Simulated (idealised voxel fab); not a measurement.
process module | voxel double patterning
cross-section cut | 240 nm wide | cells 5 nm
A cross-section is a grid of square cells, given in bands from the top down. A band is one or more rows of cells.
Each band's line starts with the height of the band's top and of its bottom, in nm. Then come its materials from left to right, each with its width in nm. One material with "throughout" fills the band from edge to edge. "air" is empty space.
Height 0 is the level under which the wafer as received is all one material. The lowest band goes on downwards, as in "0 down".
A width such as "30 to 40" changes by the same amount from each row of cells to the next, from the band's top row to its bottom row.
"no change" after a step means that no cell of the cross-section changed.
closed voids: empty space of 8 cells or more with no open way to the top, each as width x height at its distance from the left edge, in nm
after a step's settings: what the simulator itself notes on the step
overlay nm, on a step with a mask: how far to the right of its planned place the mask lay; to the left if negative
plan
1 op RECEIVE | material Si
2 op CONFORMAL_DEP | material SiO2 | thk nm 10
3 op DIRECTIONAL_DEP | material polySi | thk nm 15
4 op DIRECTIONAL_DEP | material SiN | thk nm 10
5 op MASKED_ETCH | tone open | mask id FIRST | width nm 15 | pitch nm 50 | etch materials SiN | depth nm 10 | overlay nm 0
6 op MASKED_ETCH | tone open | mask id SECOND | width nm 15 | pitch nm 50 | etch materials SiN | depth nm 10 | overlay nm 0
7 op DIRECTIONAL_ETCH | etch materials polySi | depth nm 15
8 op STRIP | etch materials SiN
first wafer, as planned
as received, after step 1
  0 down: Si throughout
  closed voids: none
after step 2
  10 to 0: SiO2 throughout
  below 0: unchanged
after step 3
  25 to 10: polySi throughout
  below 10: unchanged
after step 4
  35 to 25: SiN throughout
  below 25: unchanged
after step 5
  35 to 25: SiN 60 | air 15 | SiN 35 | air 15 | SiN 35 | air 15 | SiN 65
  below 25: unchanged
after step 6
  35 to 25: SiN 60 | air 15 | SiN 10 | air 15 | SiN 10 | air 15 | SiN 10 | air 15 | SiN 10 | air 15 | SiN 65
  below 25: unchanged
after step 7
  35 to 25: SiN 60 | air 15 | SiN 10 | air 15 | SiN 10 | air 15 | SiN 10 | air 15 | SiN 10 | air 15 | SiN 65
  25 to 10: polySi 60 | air 15 | polySi 10 | air 15 | polySi 10 | air 15 | polySi 10 | air 15 | polySi 10 | air 15 | polySi 65
  below 10: unchanged
after step 8
  25 to 10: polySi 60 | air 15 | polySi 10 | air 15 | polySi 10 | air 15 | polySi 10 | air 15 | polySi 10 | air 15 | polySi 65
  below 10: unchanged
second wafer: like start, like plan, one mistake. Through step 2 it matches the first wafer
when step 3 should have ended
  40 to 10: polySi throughout
  below 10: unchanged
when step 4 should have ended
  50 to 40: SiN throughout
  below 40: unchanged
when step 5 should have ended
  50 to 40: SiN 60 | air 15 | SiN 35 | air 15 | SiN 35 | air 15 | SiN 65
  below 40: unchanged
when step 6 should have ended
  50 to 40: SiN 60 | air 15 | SiN 10 | air 15 | SiN 10 | air 15 | SiN 10 | air 15 | SiN 10 | air 15 | SiN 65
  below 40: unchanged
when step 7 should have ended
  50 to 40: SiN 60 | air 15 | SiN 10 | air 15 | SiN 10 | air 15 | SiN 10 | air 15 | SiN 10 | air 15 | SiN 65
  40 to 25: polySi 60 | air 15 | polySi 10 | air 15 | polySi 10 | air 15 | polySi 10 | air 15 | polySi 10 | air 15 | polySi 65
  below 25: unchanged
when step 8 should have ended
  40 to 25: polySi 60 | air 15 | polySi 10 | air 15 | polySi 10 | air 15 | polySi 10 | air 15 | polySi 10 | air 15 | polySi 65
  below 25: unchanged
what went wrong: step 3 was run twice
at the end the second wafer has, in cells: 144 more of polySi
